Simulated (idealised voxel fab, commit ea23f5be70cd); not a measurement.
A process module follows: voxel air gaps.
It is cross-section cut that appears here, measuring 265 nm in width, its square cells being 5 nm in size.
Cross-section = grid of square cells, listed top down in bands; band = one or more rows.
Within each band entry, the heights of the top and of the bottom of the band appear first, in that order and in nm; the materials of the band then follow from left to right, each with its corresponding width in nm. The designation "full width" on a single material indicates that it fills the band from edge to edge; the designation "blank" indicates empty space.
The reference from which all heights are counted is 0, the level beneath which the as-received wafer is entirely one material; the lowest band, having no lower bound, proceeds downward and is written after the example "from 0 down".
A width given as "30->40" starts at the first number in the band's top row and ends at the second number in its bottom row, shifting by an equal amount at every step from row to row.
For the purposes of this document, the phrase "no modifications" attached to a step denotes that no cell within the cross-section was modified by that step.
Each empty space that has no open way to the top and spans at least 8 cells appears under "Unvented cavities" as width x height at distance, the distance counted from the left edge, all in nm.
On a step's line, text after the settings is the simulator commenting on that step.
overlay nm: right-of-plan distance of the mask on a masked step; negative values mean left-of-plan.
Reading key. Pairs: pre-step and post-step cross-section, one process step apart; post-step view only to lowest changed band. Step between + settings: beneath pair. Runs: pairs may be from different runs of this module, same starting wafer. Continuation from pair above: only where "Cross-section, before" entry says.
Cross-section, before
  from 70 to 60  35 of blank  45 of Ru  10 of blank  45 of Ru  10 of blank  45 of Ru  10 of blank  45 of Ru  20 of blank
  from 60 to 25  45 of blank  5 of TiN  15 of W  5 of TiN  30 of blank  5 of TiN  15 of W  5 of TiN  30 of blank  5 of TiN  15 of W  5 of TiN  30 of blank  5 of TiN  15 of W  5 of TiN  30 of blank
  from 25 to 20  45 of blank  25 of TiN  30 of blank  25 of TiN  30 of blank  25 of TiN  30 of blank  25 of TiN  30 of blank
  from 20 to 15  SiN full width
  from 15 to 0  SiO2 full width
  from 0 down  Si full width
  Unvented cavities: none
Step Result
  from 75 to 70  30 of blank  220 of SiCN  15 of blank
  from 70 to 60  30 of blank  5 of SiCN  45 of Ru  10 of SiCN  45 of Ru  10 of SiCN  45 of Ru  10 of SiCN  45 of Ru  5 of SiCN  15 of blank
  from 60 to 55  30 of blank  15 of SiCN  5 of TiN  15 of W  5 of TiN  30 of SiCN  5 of TiN  15 of W  5 of TiN  30 of SiCN  5 of TiN  15 of W  5 of TiN  30 of SiCN  5 of TiN  15 of W  5 of TiN  15 of SiCN  15 of blank
  from 55 to 25  40 of blank  5 of SiCN  5 of TiN  15 of W  5 of TiN  5 of SiCN  20 of blank  5 of SiCN  5 of TiN  15 of W  5 of TiN  5 of SiCN  20 of blank  5 of SiCN  5 of TiN  15 of W  5 of TiN  5 of SiCN  20 of blank  5 of SiCN  5 of TiN  15 of W  5 of TiN  5 of SiCN  25 of blank
  from 25 to 20  45 of SiCN  25 of TiN  30 of SiCN  25 of TiN  30 of SiCN  25 of TiN  30 of SiCN  25 of TiN  30 of SiCN
  Rest of section, below 20: as before.
  Unvented cavities: 20 x 30 at 75; 20 x 30 at 130; 20 x 30 at 185
What sits between those two cross-sections? CONFORMAL_DEP, material SiCN, thk nm 5
Cross-section, before
  from 15 to 0  SiO2 full width
  from 0 down  Si full width
  Unvented cavities: none
Step Result
  from 20 to 0  SiO2 full width
  Rest of section, below 0: as before.
  Unvented cavities: none
What sits between those two cross-sections? CONFORMAL_DEP, material SiO2, thk nm 5
Cross-section, before: after-state, pair directly above.
Step Result
  from 60 to 0  SiO2 full width
  Rest of section, below 0: as before.
  Unvented cavities: none
What sits between those two cross-sections? DIRECTIONAL_DEP, material SiO2, thk nm 40
Cross-section, before: after-state, pair directly above.
Step Result
  from 75 to 60  aC full width
  Rest of section, below 60: as before.
  Unvented cavities: none
What sits between those two cross-sections? DIRECTIONAL_DEP, material aC, thk nm 15
Cross-section, before: after-state, pair directly above.
Step Result
  from 110 to 75  35 of resist  25 of blank  30 of resist  25 of blank  30 of resist  25 of blank  30 of resist  25 of blank  40 of resist
  Rest of section, below 75: as before.
  Unvented cavities: none
What sits between those two cross-sections? PATTERN, tone open, mask id LINES, material resist, width nm 25, pitch nm 55, thk nm 35, overlay nm 0
Cross-section, before: after-state, pair directly above.
Step Result
  from 95 to 75  35 of resist  25 of blank  30 of resist  25 of blank  30 of resist  25 of blank  30 of resist  25 of blank  40 of resist
  from 75 to 60  35 of aC  25 of blank  30 of aC  25 of blank  30 of aC  25 of blank  30 of aC  25 of blank  40 of aC
  Rest of section, below 60: as before.
  Unvented cavities: none
What sits between those two cross-sections? DIRECTIONAL_ETCH, etch materials aC, depth nm 15
Cross-section, before: after-state, pair directly above.
Step Result
  from 75 to 60  35 of aC  25 of blank  30 of aC  25 of blank  30 of aC  25 of blank  30 of aC  25 of blank  40 of aC
  Rest of section, below 60: as before.
  Unvented cavities: none
What sits between those two cross-sections? STRIP, etch materials resist
Cross-section, before: after-state, pair directly above.
Step Result
  from 75 to 60  35 of aC  25 of blank  30 of aC  25 of blank  30 of aC  25 of blank  30 of aC  25 of blank  40 of aC
  from 60 to 20  35 of SiO2  25 of blank  30 of SiO2  25 of blank  30 of SiO2  25 of blank  30 of SiO2  25 of blank  40 of SiO2
  Rest of section, below 20: as before.
  Unvented cavities: none
What sits between those two cross-sections? DIRECTIONAL_ETCH, etch materials SiO2, depth nm 40
Cross-section, before: after-state, pair directly above.
Step Result
  from 60 to 20  35 of SiO2  25 of blank  30 of SiO2  25 of blank  30 of SiO2  25 of blank  30 of SiO2  25 of blank  40 of SiO2
  Rest of section, below 20: as before.
  Unvented cavities: none
What sits between those two cross-sections? STRIP, etch materials aC
Cross-section, before: after-state, pair directly above.
Step Result
  from 65 to 60  40 of TiN  15 of blank  40 of TiN  15 of blank  40 of TiN  15 of blank  40 of TiN  15 of blank  45 of TiN
  from 60 to 25  35 of SiO2  5 of TiN  15 of blank  5 of TiN  30 of SiO2  5 of TiN  15 of blank  5 of TiN  30 of SiO2  5 of TiN  15 of blank  5 of TiN  30 of SiO2  5 of TiN  15 of blank  5 of TiN  40 of SiO2
  from 25 to 20  35 of SiO2  25 of TiN  30 of SiO2  25 of TiN  30 of SiO2  25 of TiN  30 of SiO2  25 of TiN  40 of SiO2
  Rest of section, below 20: as before.
  Unvented cavities: none
What sits between those two cross-sections? CONFORMAL_DEP, material TiN, thk nm 5
Cross-section, before: after-state, pair directly above.
Step Result
  from 75 to 65  W full width
  from 65 to 60  40 of TiN  15 of W  40 of TiN  15 of W  40 of TiN  15 of W  40 of TiN  15 of W  45 of TiN
  from 60 to 25  35 of SiO2  5 of TiN  15 of W  5 of TiN  30 of SiO2  5 of TiN  15 of W  5 of TiN  30 of SiO2  5 of TiN  15 of W  5 of TiN  30 of SiO2  5 of TiN  15 of W  5 of TiN  40 of SiO2
  Rest of section, below 25: as before.
  Unvented cavities: none
What sits between those two cross-sections? FILL_DEP, material W, thk nm 10
Cross-section, before: after-state, pair directly above.
Step Result
  from 60 to 25  35 of SiO2  5 of TiN  15 of W  5 of TiN  30 of SiO2  5 of TiN  15 of W  5 of TiN  30 of SiO2  5 of TiN  15 of W  5 of TiN  30 of SiO2  5 of TiN  15 of W  5 of TiN  40 of SiO2
  Rest of section, below 25: as before.
  Unvented cavities: none
What sits between those two cross-sections? CMP, height nm 60
Cross-section, before: after-state, pair directly above.
Step Result
  from 70 to 60  25 of blank  45 of Ru  10 of blank  45 of Ru  10 of blank  45 of Ru  10 of blank  45 of Ru  30 of blank
  Rest of section, below 60: as before.
  Unvented cavities: none
What sits between those two cross-sections? EPI, material Ru, thk nm 10
Cross-section, before: after-state, pair directly above.
Step Result
  from 70 to 60  25 of blank  45 of Ru  10 of blank  45 of Ru  10 of blank  45 of Ru  10 of blank  45 of Ru  30 of blank
  from 60 to 25  35 of blank  5 of TiN  15 of W  5 of TiN  30 of blank  5 of TiN  15 of W  5 of TiN  30 of blank  5 of TiN  15 of W  5 of TiN  30 of blank  5 of TiN  15 of W  5 of TiN  40 of blank
  from 25 to 20  35 of blank  25 of TiN  30 of blank  25 of TiN  30 of blank  25 of TiN  30 of blank  25 of TiN  40 of blank
  from 20 to 10  45 of blank  5 of SiO2  50 of blank  5 of SiO2  50 of blank  5 of SiO2  50 of blank  5 of SiO2  50 of blank
  Rest of section, below 10: as before.
  Unvented cavities: none
What sits between those two cross-sections? SELECTIVE_ETCH, etch materials SiO2, depth nm 50
Cross-section, before: after-state, pair directly above.
Step Result
  from 75 to 70  20 of blank  220 of SiCN  25 of blank
  from 70 to 60  20 of blank  5 of SiCN  45 of Ru  10 of SiCN  45 of Ru  10 of SiCN  45 of Ru  10 of SiCN  45 of Ru  5 of SiCN  25 of blank
  from 60 to 55  20 of blank  15 of SiCN  5 of TiN  15 of W  5 of TiN  30 of SiCN  5 of TiN  15 of W  5 of TiN  30 of SiCN  5 of TiN  15 of W  5 of TiN  30 of SiCN  5 of TiN  15 of W  5 of TiN  15 of SiCN  25 of blank
  from 55 to 25  30 of blank  5 of SiCN  5 of TiN  15 of W  5 of TiN  5 of SiCN  20 of blank  5 of SiCN  5 of TiN  15 of W  5 of TiN  5 of SiCN  20 of blank  5 of SiCN  5 of TiN  15 of W  5 of TiN  5 of SiCN  20 of blank  5 of SiCN  5 of TiN  15 of W  5 of TiN  5 of SiCN  35 of blank
  from 25 to 20  30 of blank  5 of SiCN  25 of TiN  5 of SiCN  20 of blank  5 of SiCN  25 of TiN  5 of SiCN  20 of blank  5 of SiCN  25 of TiN  5 of SiCN  20 of blank  5 of SiCN  25 of TiN  5 of SiCN  35 of blank
  from 20 to 15  30 of blank  15 of SiCN  5 of SiO2  15 of SiCN  20 of blank  15 of SiCN  5 of SiO2  15 of SiCN  20 of blank  15 of SiCN  5 of SiO2  15 of SiCN  20 of blank  15 of SiCN  5 of SiO2  15 of SiCN  35 of blank
  from 15 to 10  45 of SiCN  5 of SiO2  50 of SiCN  5 of SiO2  50 of SiCN  5 of SiO2  50 of SiCN  5 of SiO2  50 of SiCN
  Rest of section, below 10: as before.
  Unvented cavities: 20 x 40 at 65; 20 x 40 at 120; 20 x 40 at 175
What sits between those two cross-sections? CONFORMAL_DEP, material SiCN, thk nm 5
Cross-section, before
  from 75 to 60  aC full width
  from 60 to 20  SiO2 full width
  from 20 to 15  SiN full width
  from 15 to 0  SiO2 full width
  from 0 down  Si full width
  Unvented cavities: none
Step Result
  from 110 to 75  35 of blank  25 of resist  30 of blank  25 of resist  30 of blank  25 of resist  30 of blank  25 of resist  40 of blank
  Rest of section, below 75: as before.
  Unvented cavities: none
What sits between those two cross-sections? PATTERN, tone cover, mask id LINES, material resist, width nm 25, pitch nm 55, thk nm 35, overlay nm 0
Cross-section, before: after-state, pair directly above.
Step Result
  from 95 to 75  35 of blank  25 of resist  30 of blank  25 of resist  30 of blank  25 of resist  30 of blank  25 of resist  40 of blank
  from 75 to 60  35 of blank  25 of aC  30 of blank  25 of aC  30 of blank  25 of aC  30 of blank  25 of aC  40 of blank
  Rest of section, below 60: as before.
  Unvented cavities: none
What sits between those two cross-sections? DIRECTIONAL_ETCH, etch materials aC, depth nm 15
Cross-section, before: after-state, pair directly above.
Step Result
  from 75 to 60  35 of blank  25 of aC  30 of blank  25 of aC  30 of blank  25 of aC  30 of blank  25 of aC  40 of blank
  Rest of section, below 60: as before.
  Unvented cavities: none
What sits between those two cross-sections? STRIP, etch materials resist
Cross-section, before: after-state, pair directly above.
Step Result
  from 75 to 60  35 of blank  25 of aC  30 of blank  25 of aC  30 of blank  25 of aC  30 of blank  25 of aC  40 of blank
  from 60 to 20  35 of blank  25 of SiO2  30 of blank  25 of SiO2  30 of blank  25 of SiO2  30 of blank  25 of SiO2  40 of blank
  Rest of section, below 20: as before.
  Unvented cavities: none
What sits between those two cross-sections? DIRECTIONAL_ETCH, etch materials SiO2, depth nm 40
Cross-section, before: after-state, pair directly above.
Step Result
  from 60 to 20  35 of blank  25 of SiO2  30 of blank  25 of SiO2  30 of blank  25 of SiO2  30 of blank  25 of SiO2  40 of blank
  Rest of section, below 20: as before.
  Unvented cavities: none
What sits between those two cross-sections? STRIP, etch materials aC
Cross-section, before: after-state, pair directly above.
Step Result
  from 65 to 60  30 of blank  35 of TiN  20 of blank  35 of TiN  20 of blank  35 of TiN  20 of blank  35 of TiN  35 of blank
  from 60 to 25  30 of blank  5 of TiN  25 of SiO2  5 of TiN  20 of blank  5 of TiN  25 of SiO2  5 of TiN  20 of blank  5 of TiN  25 of SiO2  5 of TiN  20 of blank  5 of TiN  25 of SiO2  5 of TiN  35 of blank
  from 25 to 20  35 of TiN  25 of SiO2  30 of TiN  25 of SiO2  30 of TiN  25 of SiO2  30 of TiN  25 of SiO2  40 of TiN
  Rest of section, below 20: as before.
  Unvented cavities: none
What sits between those two cross-sections? CONFORMAL_DEP, material TiN, thk nm 5
Cross-section, before: after-state, pair directly above.
Step Result
  from 75 to 65  W full width
  from 65 to 60  30 of W  35 of TiN  20 of W  35 of TiN  20 of W  35 of TiN  20 of W  35 of TiN  35 of W
  from 60 to 25  30 of W  5 of TiN  25 of SiO2  5 of TiN  20 of W  5 of TiN  25 of SiO2  5 of TiN  20 of W  5 of TiN  25 of SiO2  5 of TiN  20 of W  5 of TiN  25 of SiO2  5 of TiN  35 of W
  Rest of section, below 25: as before.
  Unvented cavities: none
What sits between those two cross-sections? FILL_DEP, material W, thk nm 10
Cross-section, before: after-state, pair directly above.
Step Result
  from 60 to 25  30 of W  5 of TiN  25 of SiO2  5 of TiN  20 of W  5 of TiN  25 of SiO2  5 of TiN  20 of W  5 of TiN  25 of SiO2  5 of TiN  20 of W  5 of TiN  25 of SiO2  5 of TiN  35 of W
  Rest of section, below 25: as before.
  Unvented cavities: none
What sits between those two cross-sections? CMP, height nm 60
Cross-section, before: after-state, pair directly above.
Step Result
  from 70 to 60  45 of Ru  5 of blank  50 of Ru  5 of blank  50 of Ru  5 of blank  50 of Ru  5 of blank  50 of Ru
  Rest of section, below 60: as before.
  Unvented cavities: none
What sits between those two cross-sections? EPI, material Ru, thk nm 10
Cross-section, before: after-state, pair directly above.
Step Result
  from 70 to 60  45 of Ru  5 of blank  50 of Ru  5 of blank  50 of Ru  5 of blank  50 of Ru  5 of blank  50 of Ru
  from 60 to 25  30 of W  5 of TiN  25 of blank  5 of TiN  20 of W  5 of TiN  25 of blank  5 of TiN  20 of W  5 of TiN  25 of blank  5 of TiN  20 of W  5 of TiN  25 of blank  5 of TiN  35 of W
  from 25 to 20  35 of TiN  25 of blank  30 of TiN  25 of blank  30 of TiN  25 of blank  30 of TiN  25 of blank  40 of TiN
  Rest of section, below 20: as before.
  Unvented cavities: none
What sits between those two cross-sections? SELECTIVE_ETCH, etch materials SiO2, depth nm 50
Cross-section, before: after-state, pair directly above.
Step Result
  from 75 to 70  SiCN full width
  from 70 to 60  45 of Ru  5 of SiCN  50 of Ru  5 of SiCN  50 of Ru  5 of SiCN  50 of Ru  5 of SiCN  50 of Ru
  from 60 to 55  30 of W  5 of TiN  25 of SiCN  5 of TiN  20 of W  5 of TiN  25 of SiCN  5 of TiN  20 of W  5 of TiN  25 of SiCN  5 of TiN  20 of W  5 of TiN  25 of SiCN  5 of TiN  35 of W
  from 55 to 25  30 of W  5 of TiN  5 of SiCN  15 of blank  5 of SiCN  5 of TiN  20 of W  5 of TiN  5 of SiCN  15 of blank  5 of SiCN  5 of TiN  20 of W  5 of TiN  5 of SiCN  15 of blank  5 of SiCN  5 of TiN  20 of W  5 of TiN  5 of SiCN  15 of blank  5 of SiCN  5 of TiN  35 of W
  from 25 to 20  35 of TiN  25 of SiCN  30 of TiN  25 of SiCN  30 of TiN  25 of SiCN  30 of TiN  25 of SiCN  40 of TiN
  Rest of section, below 20: as before.
  Unvented cavities: 15 x 30 at 40; 15 x 30 at 95; 15 x 30 at 150; 15 x 30 at 205
What sits between those two cross-sections? CONFORMAL_DEP, material SiCN, thk nm 5
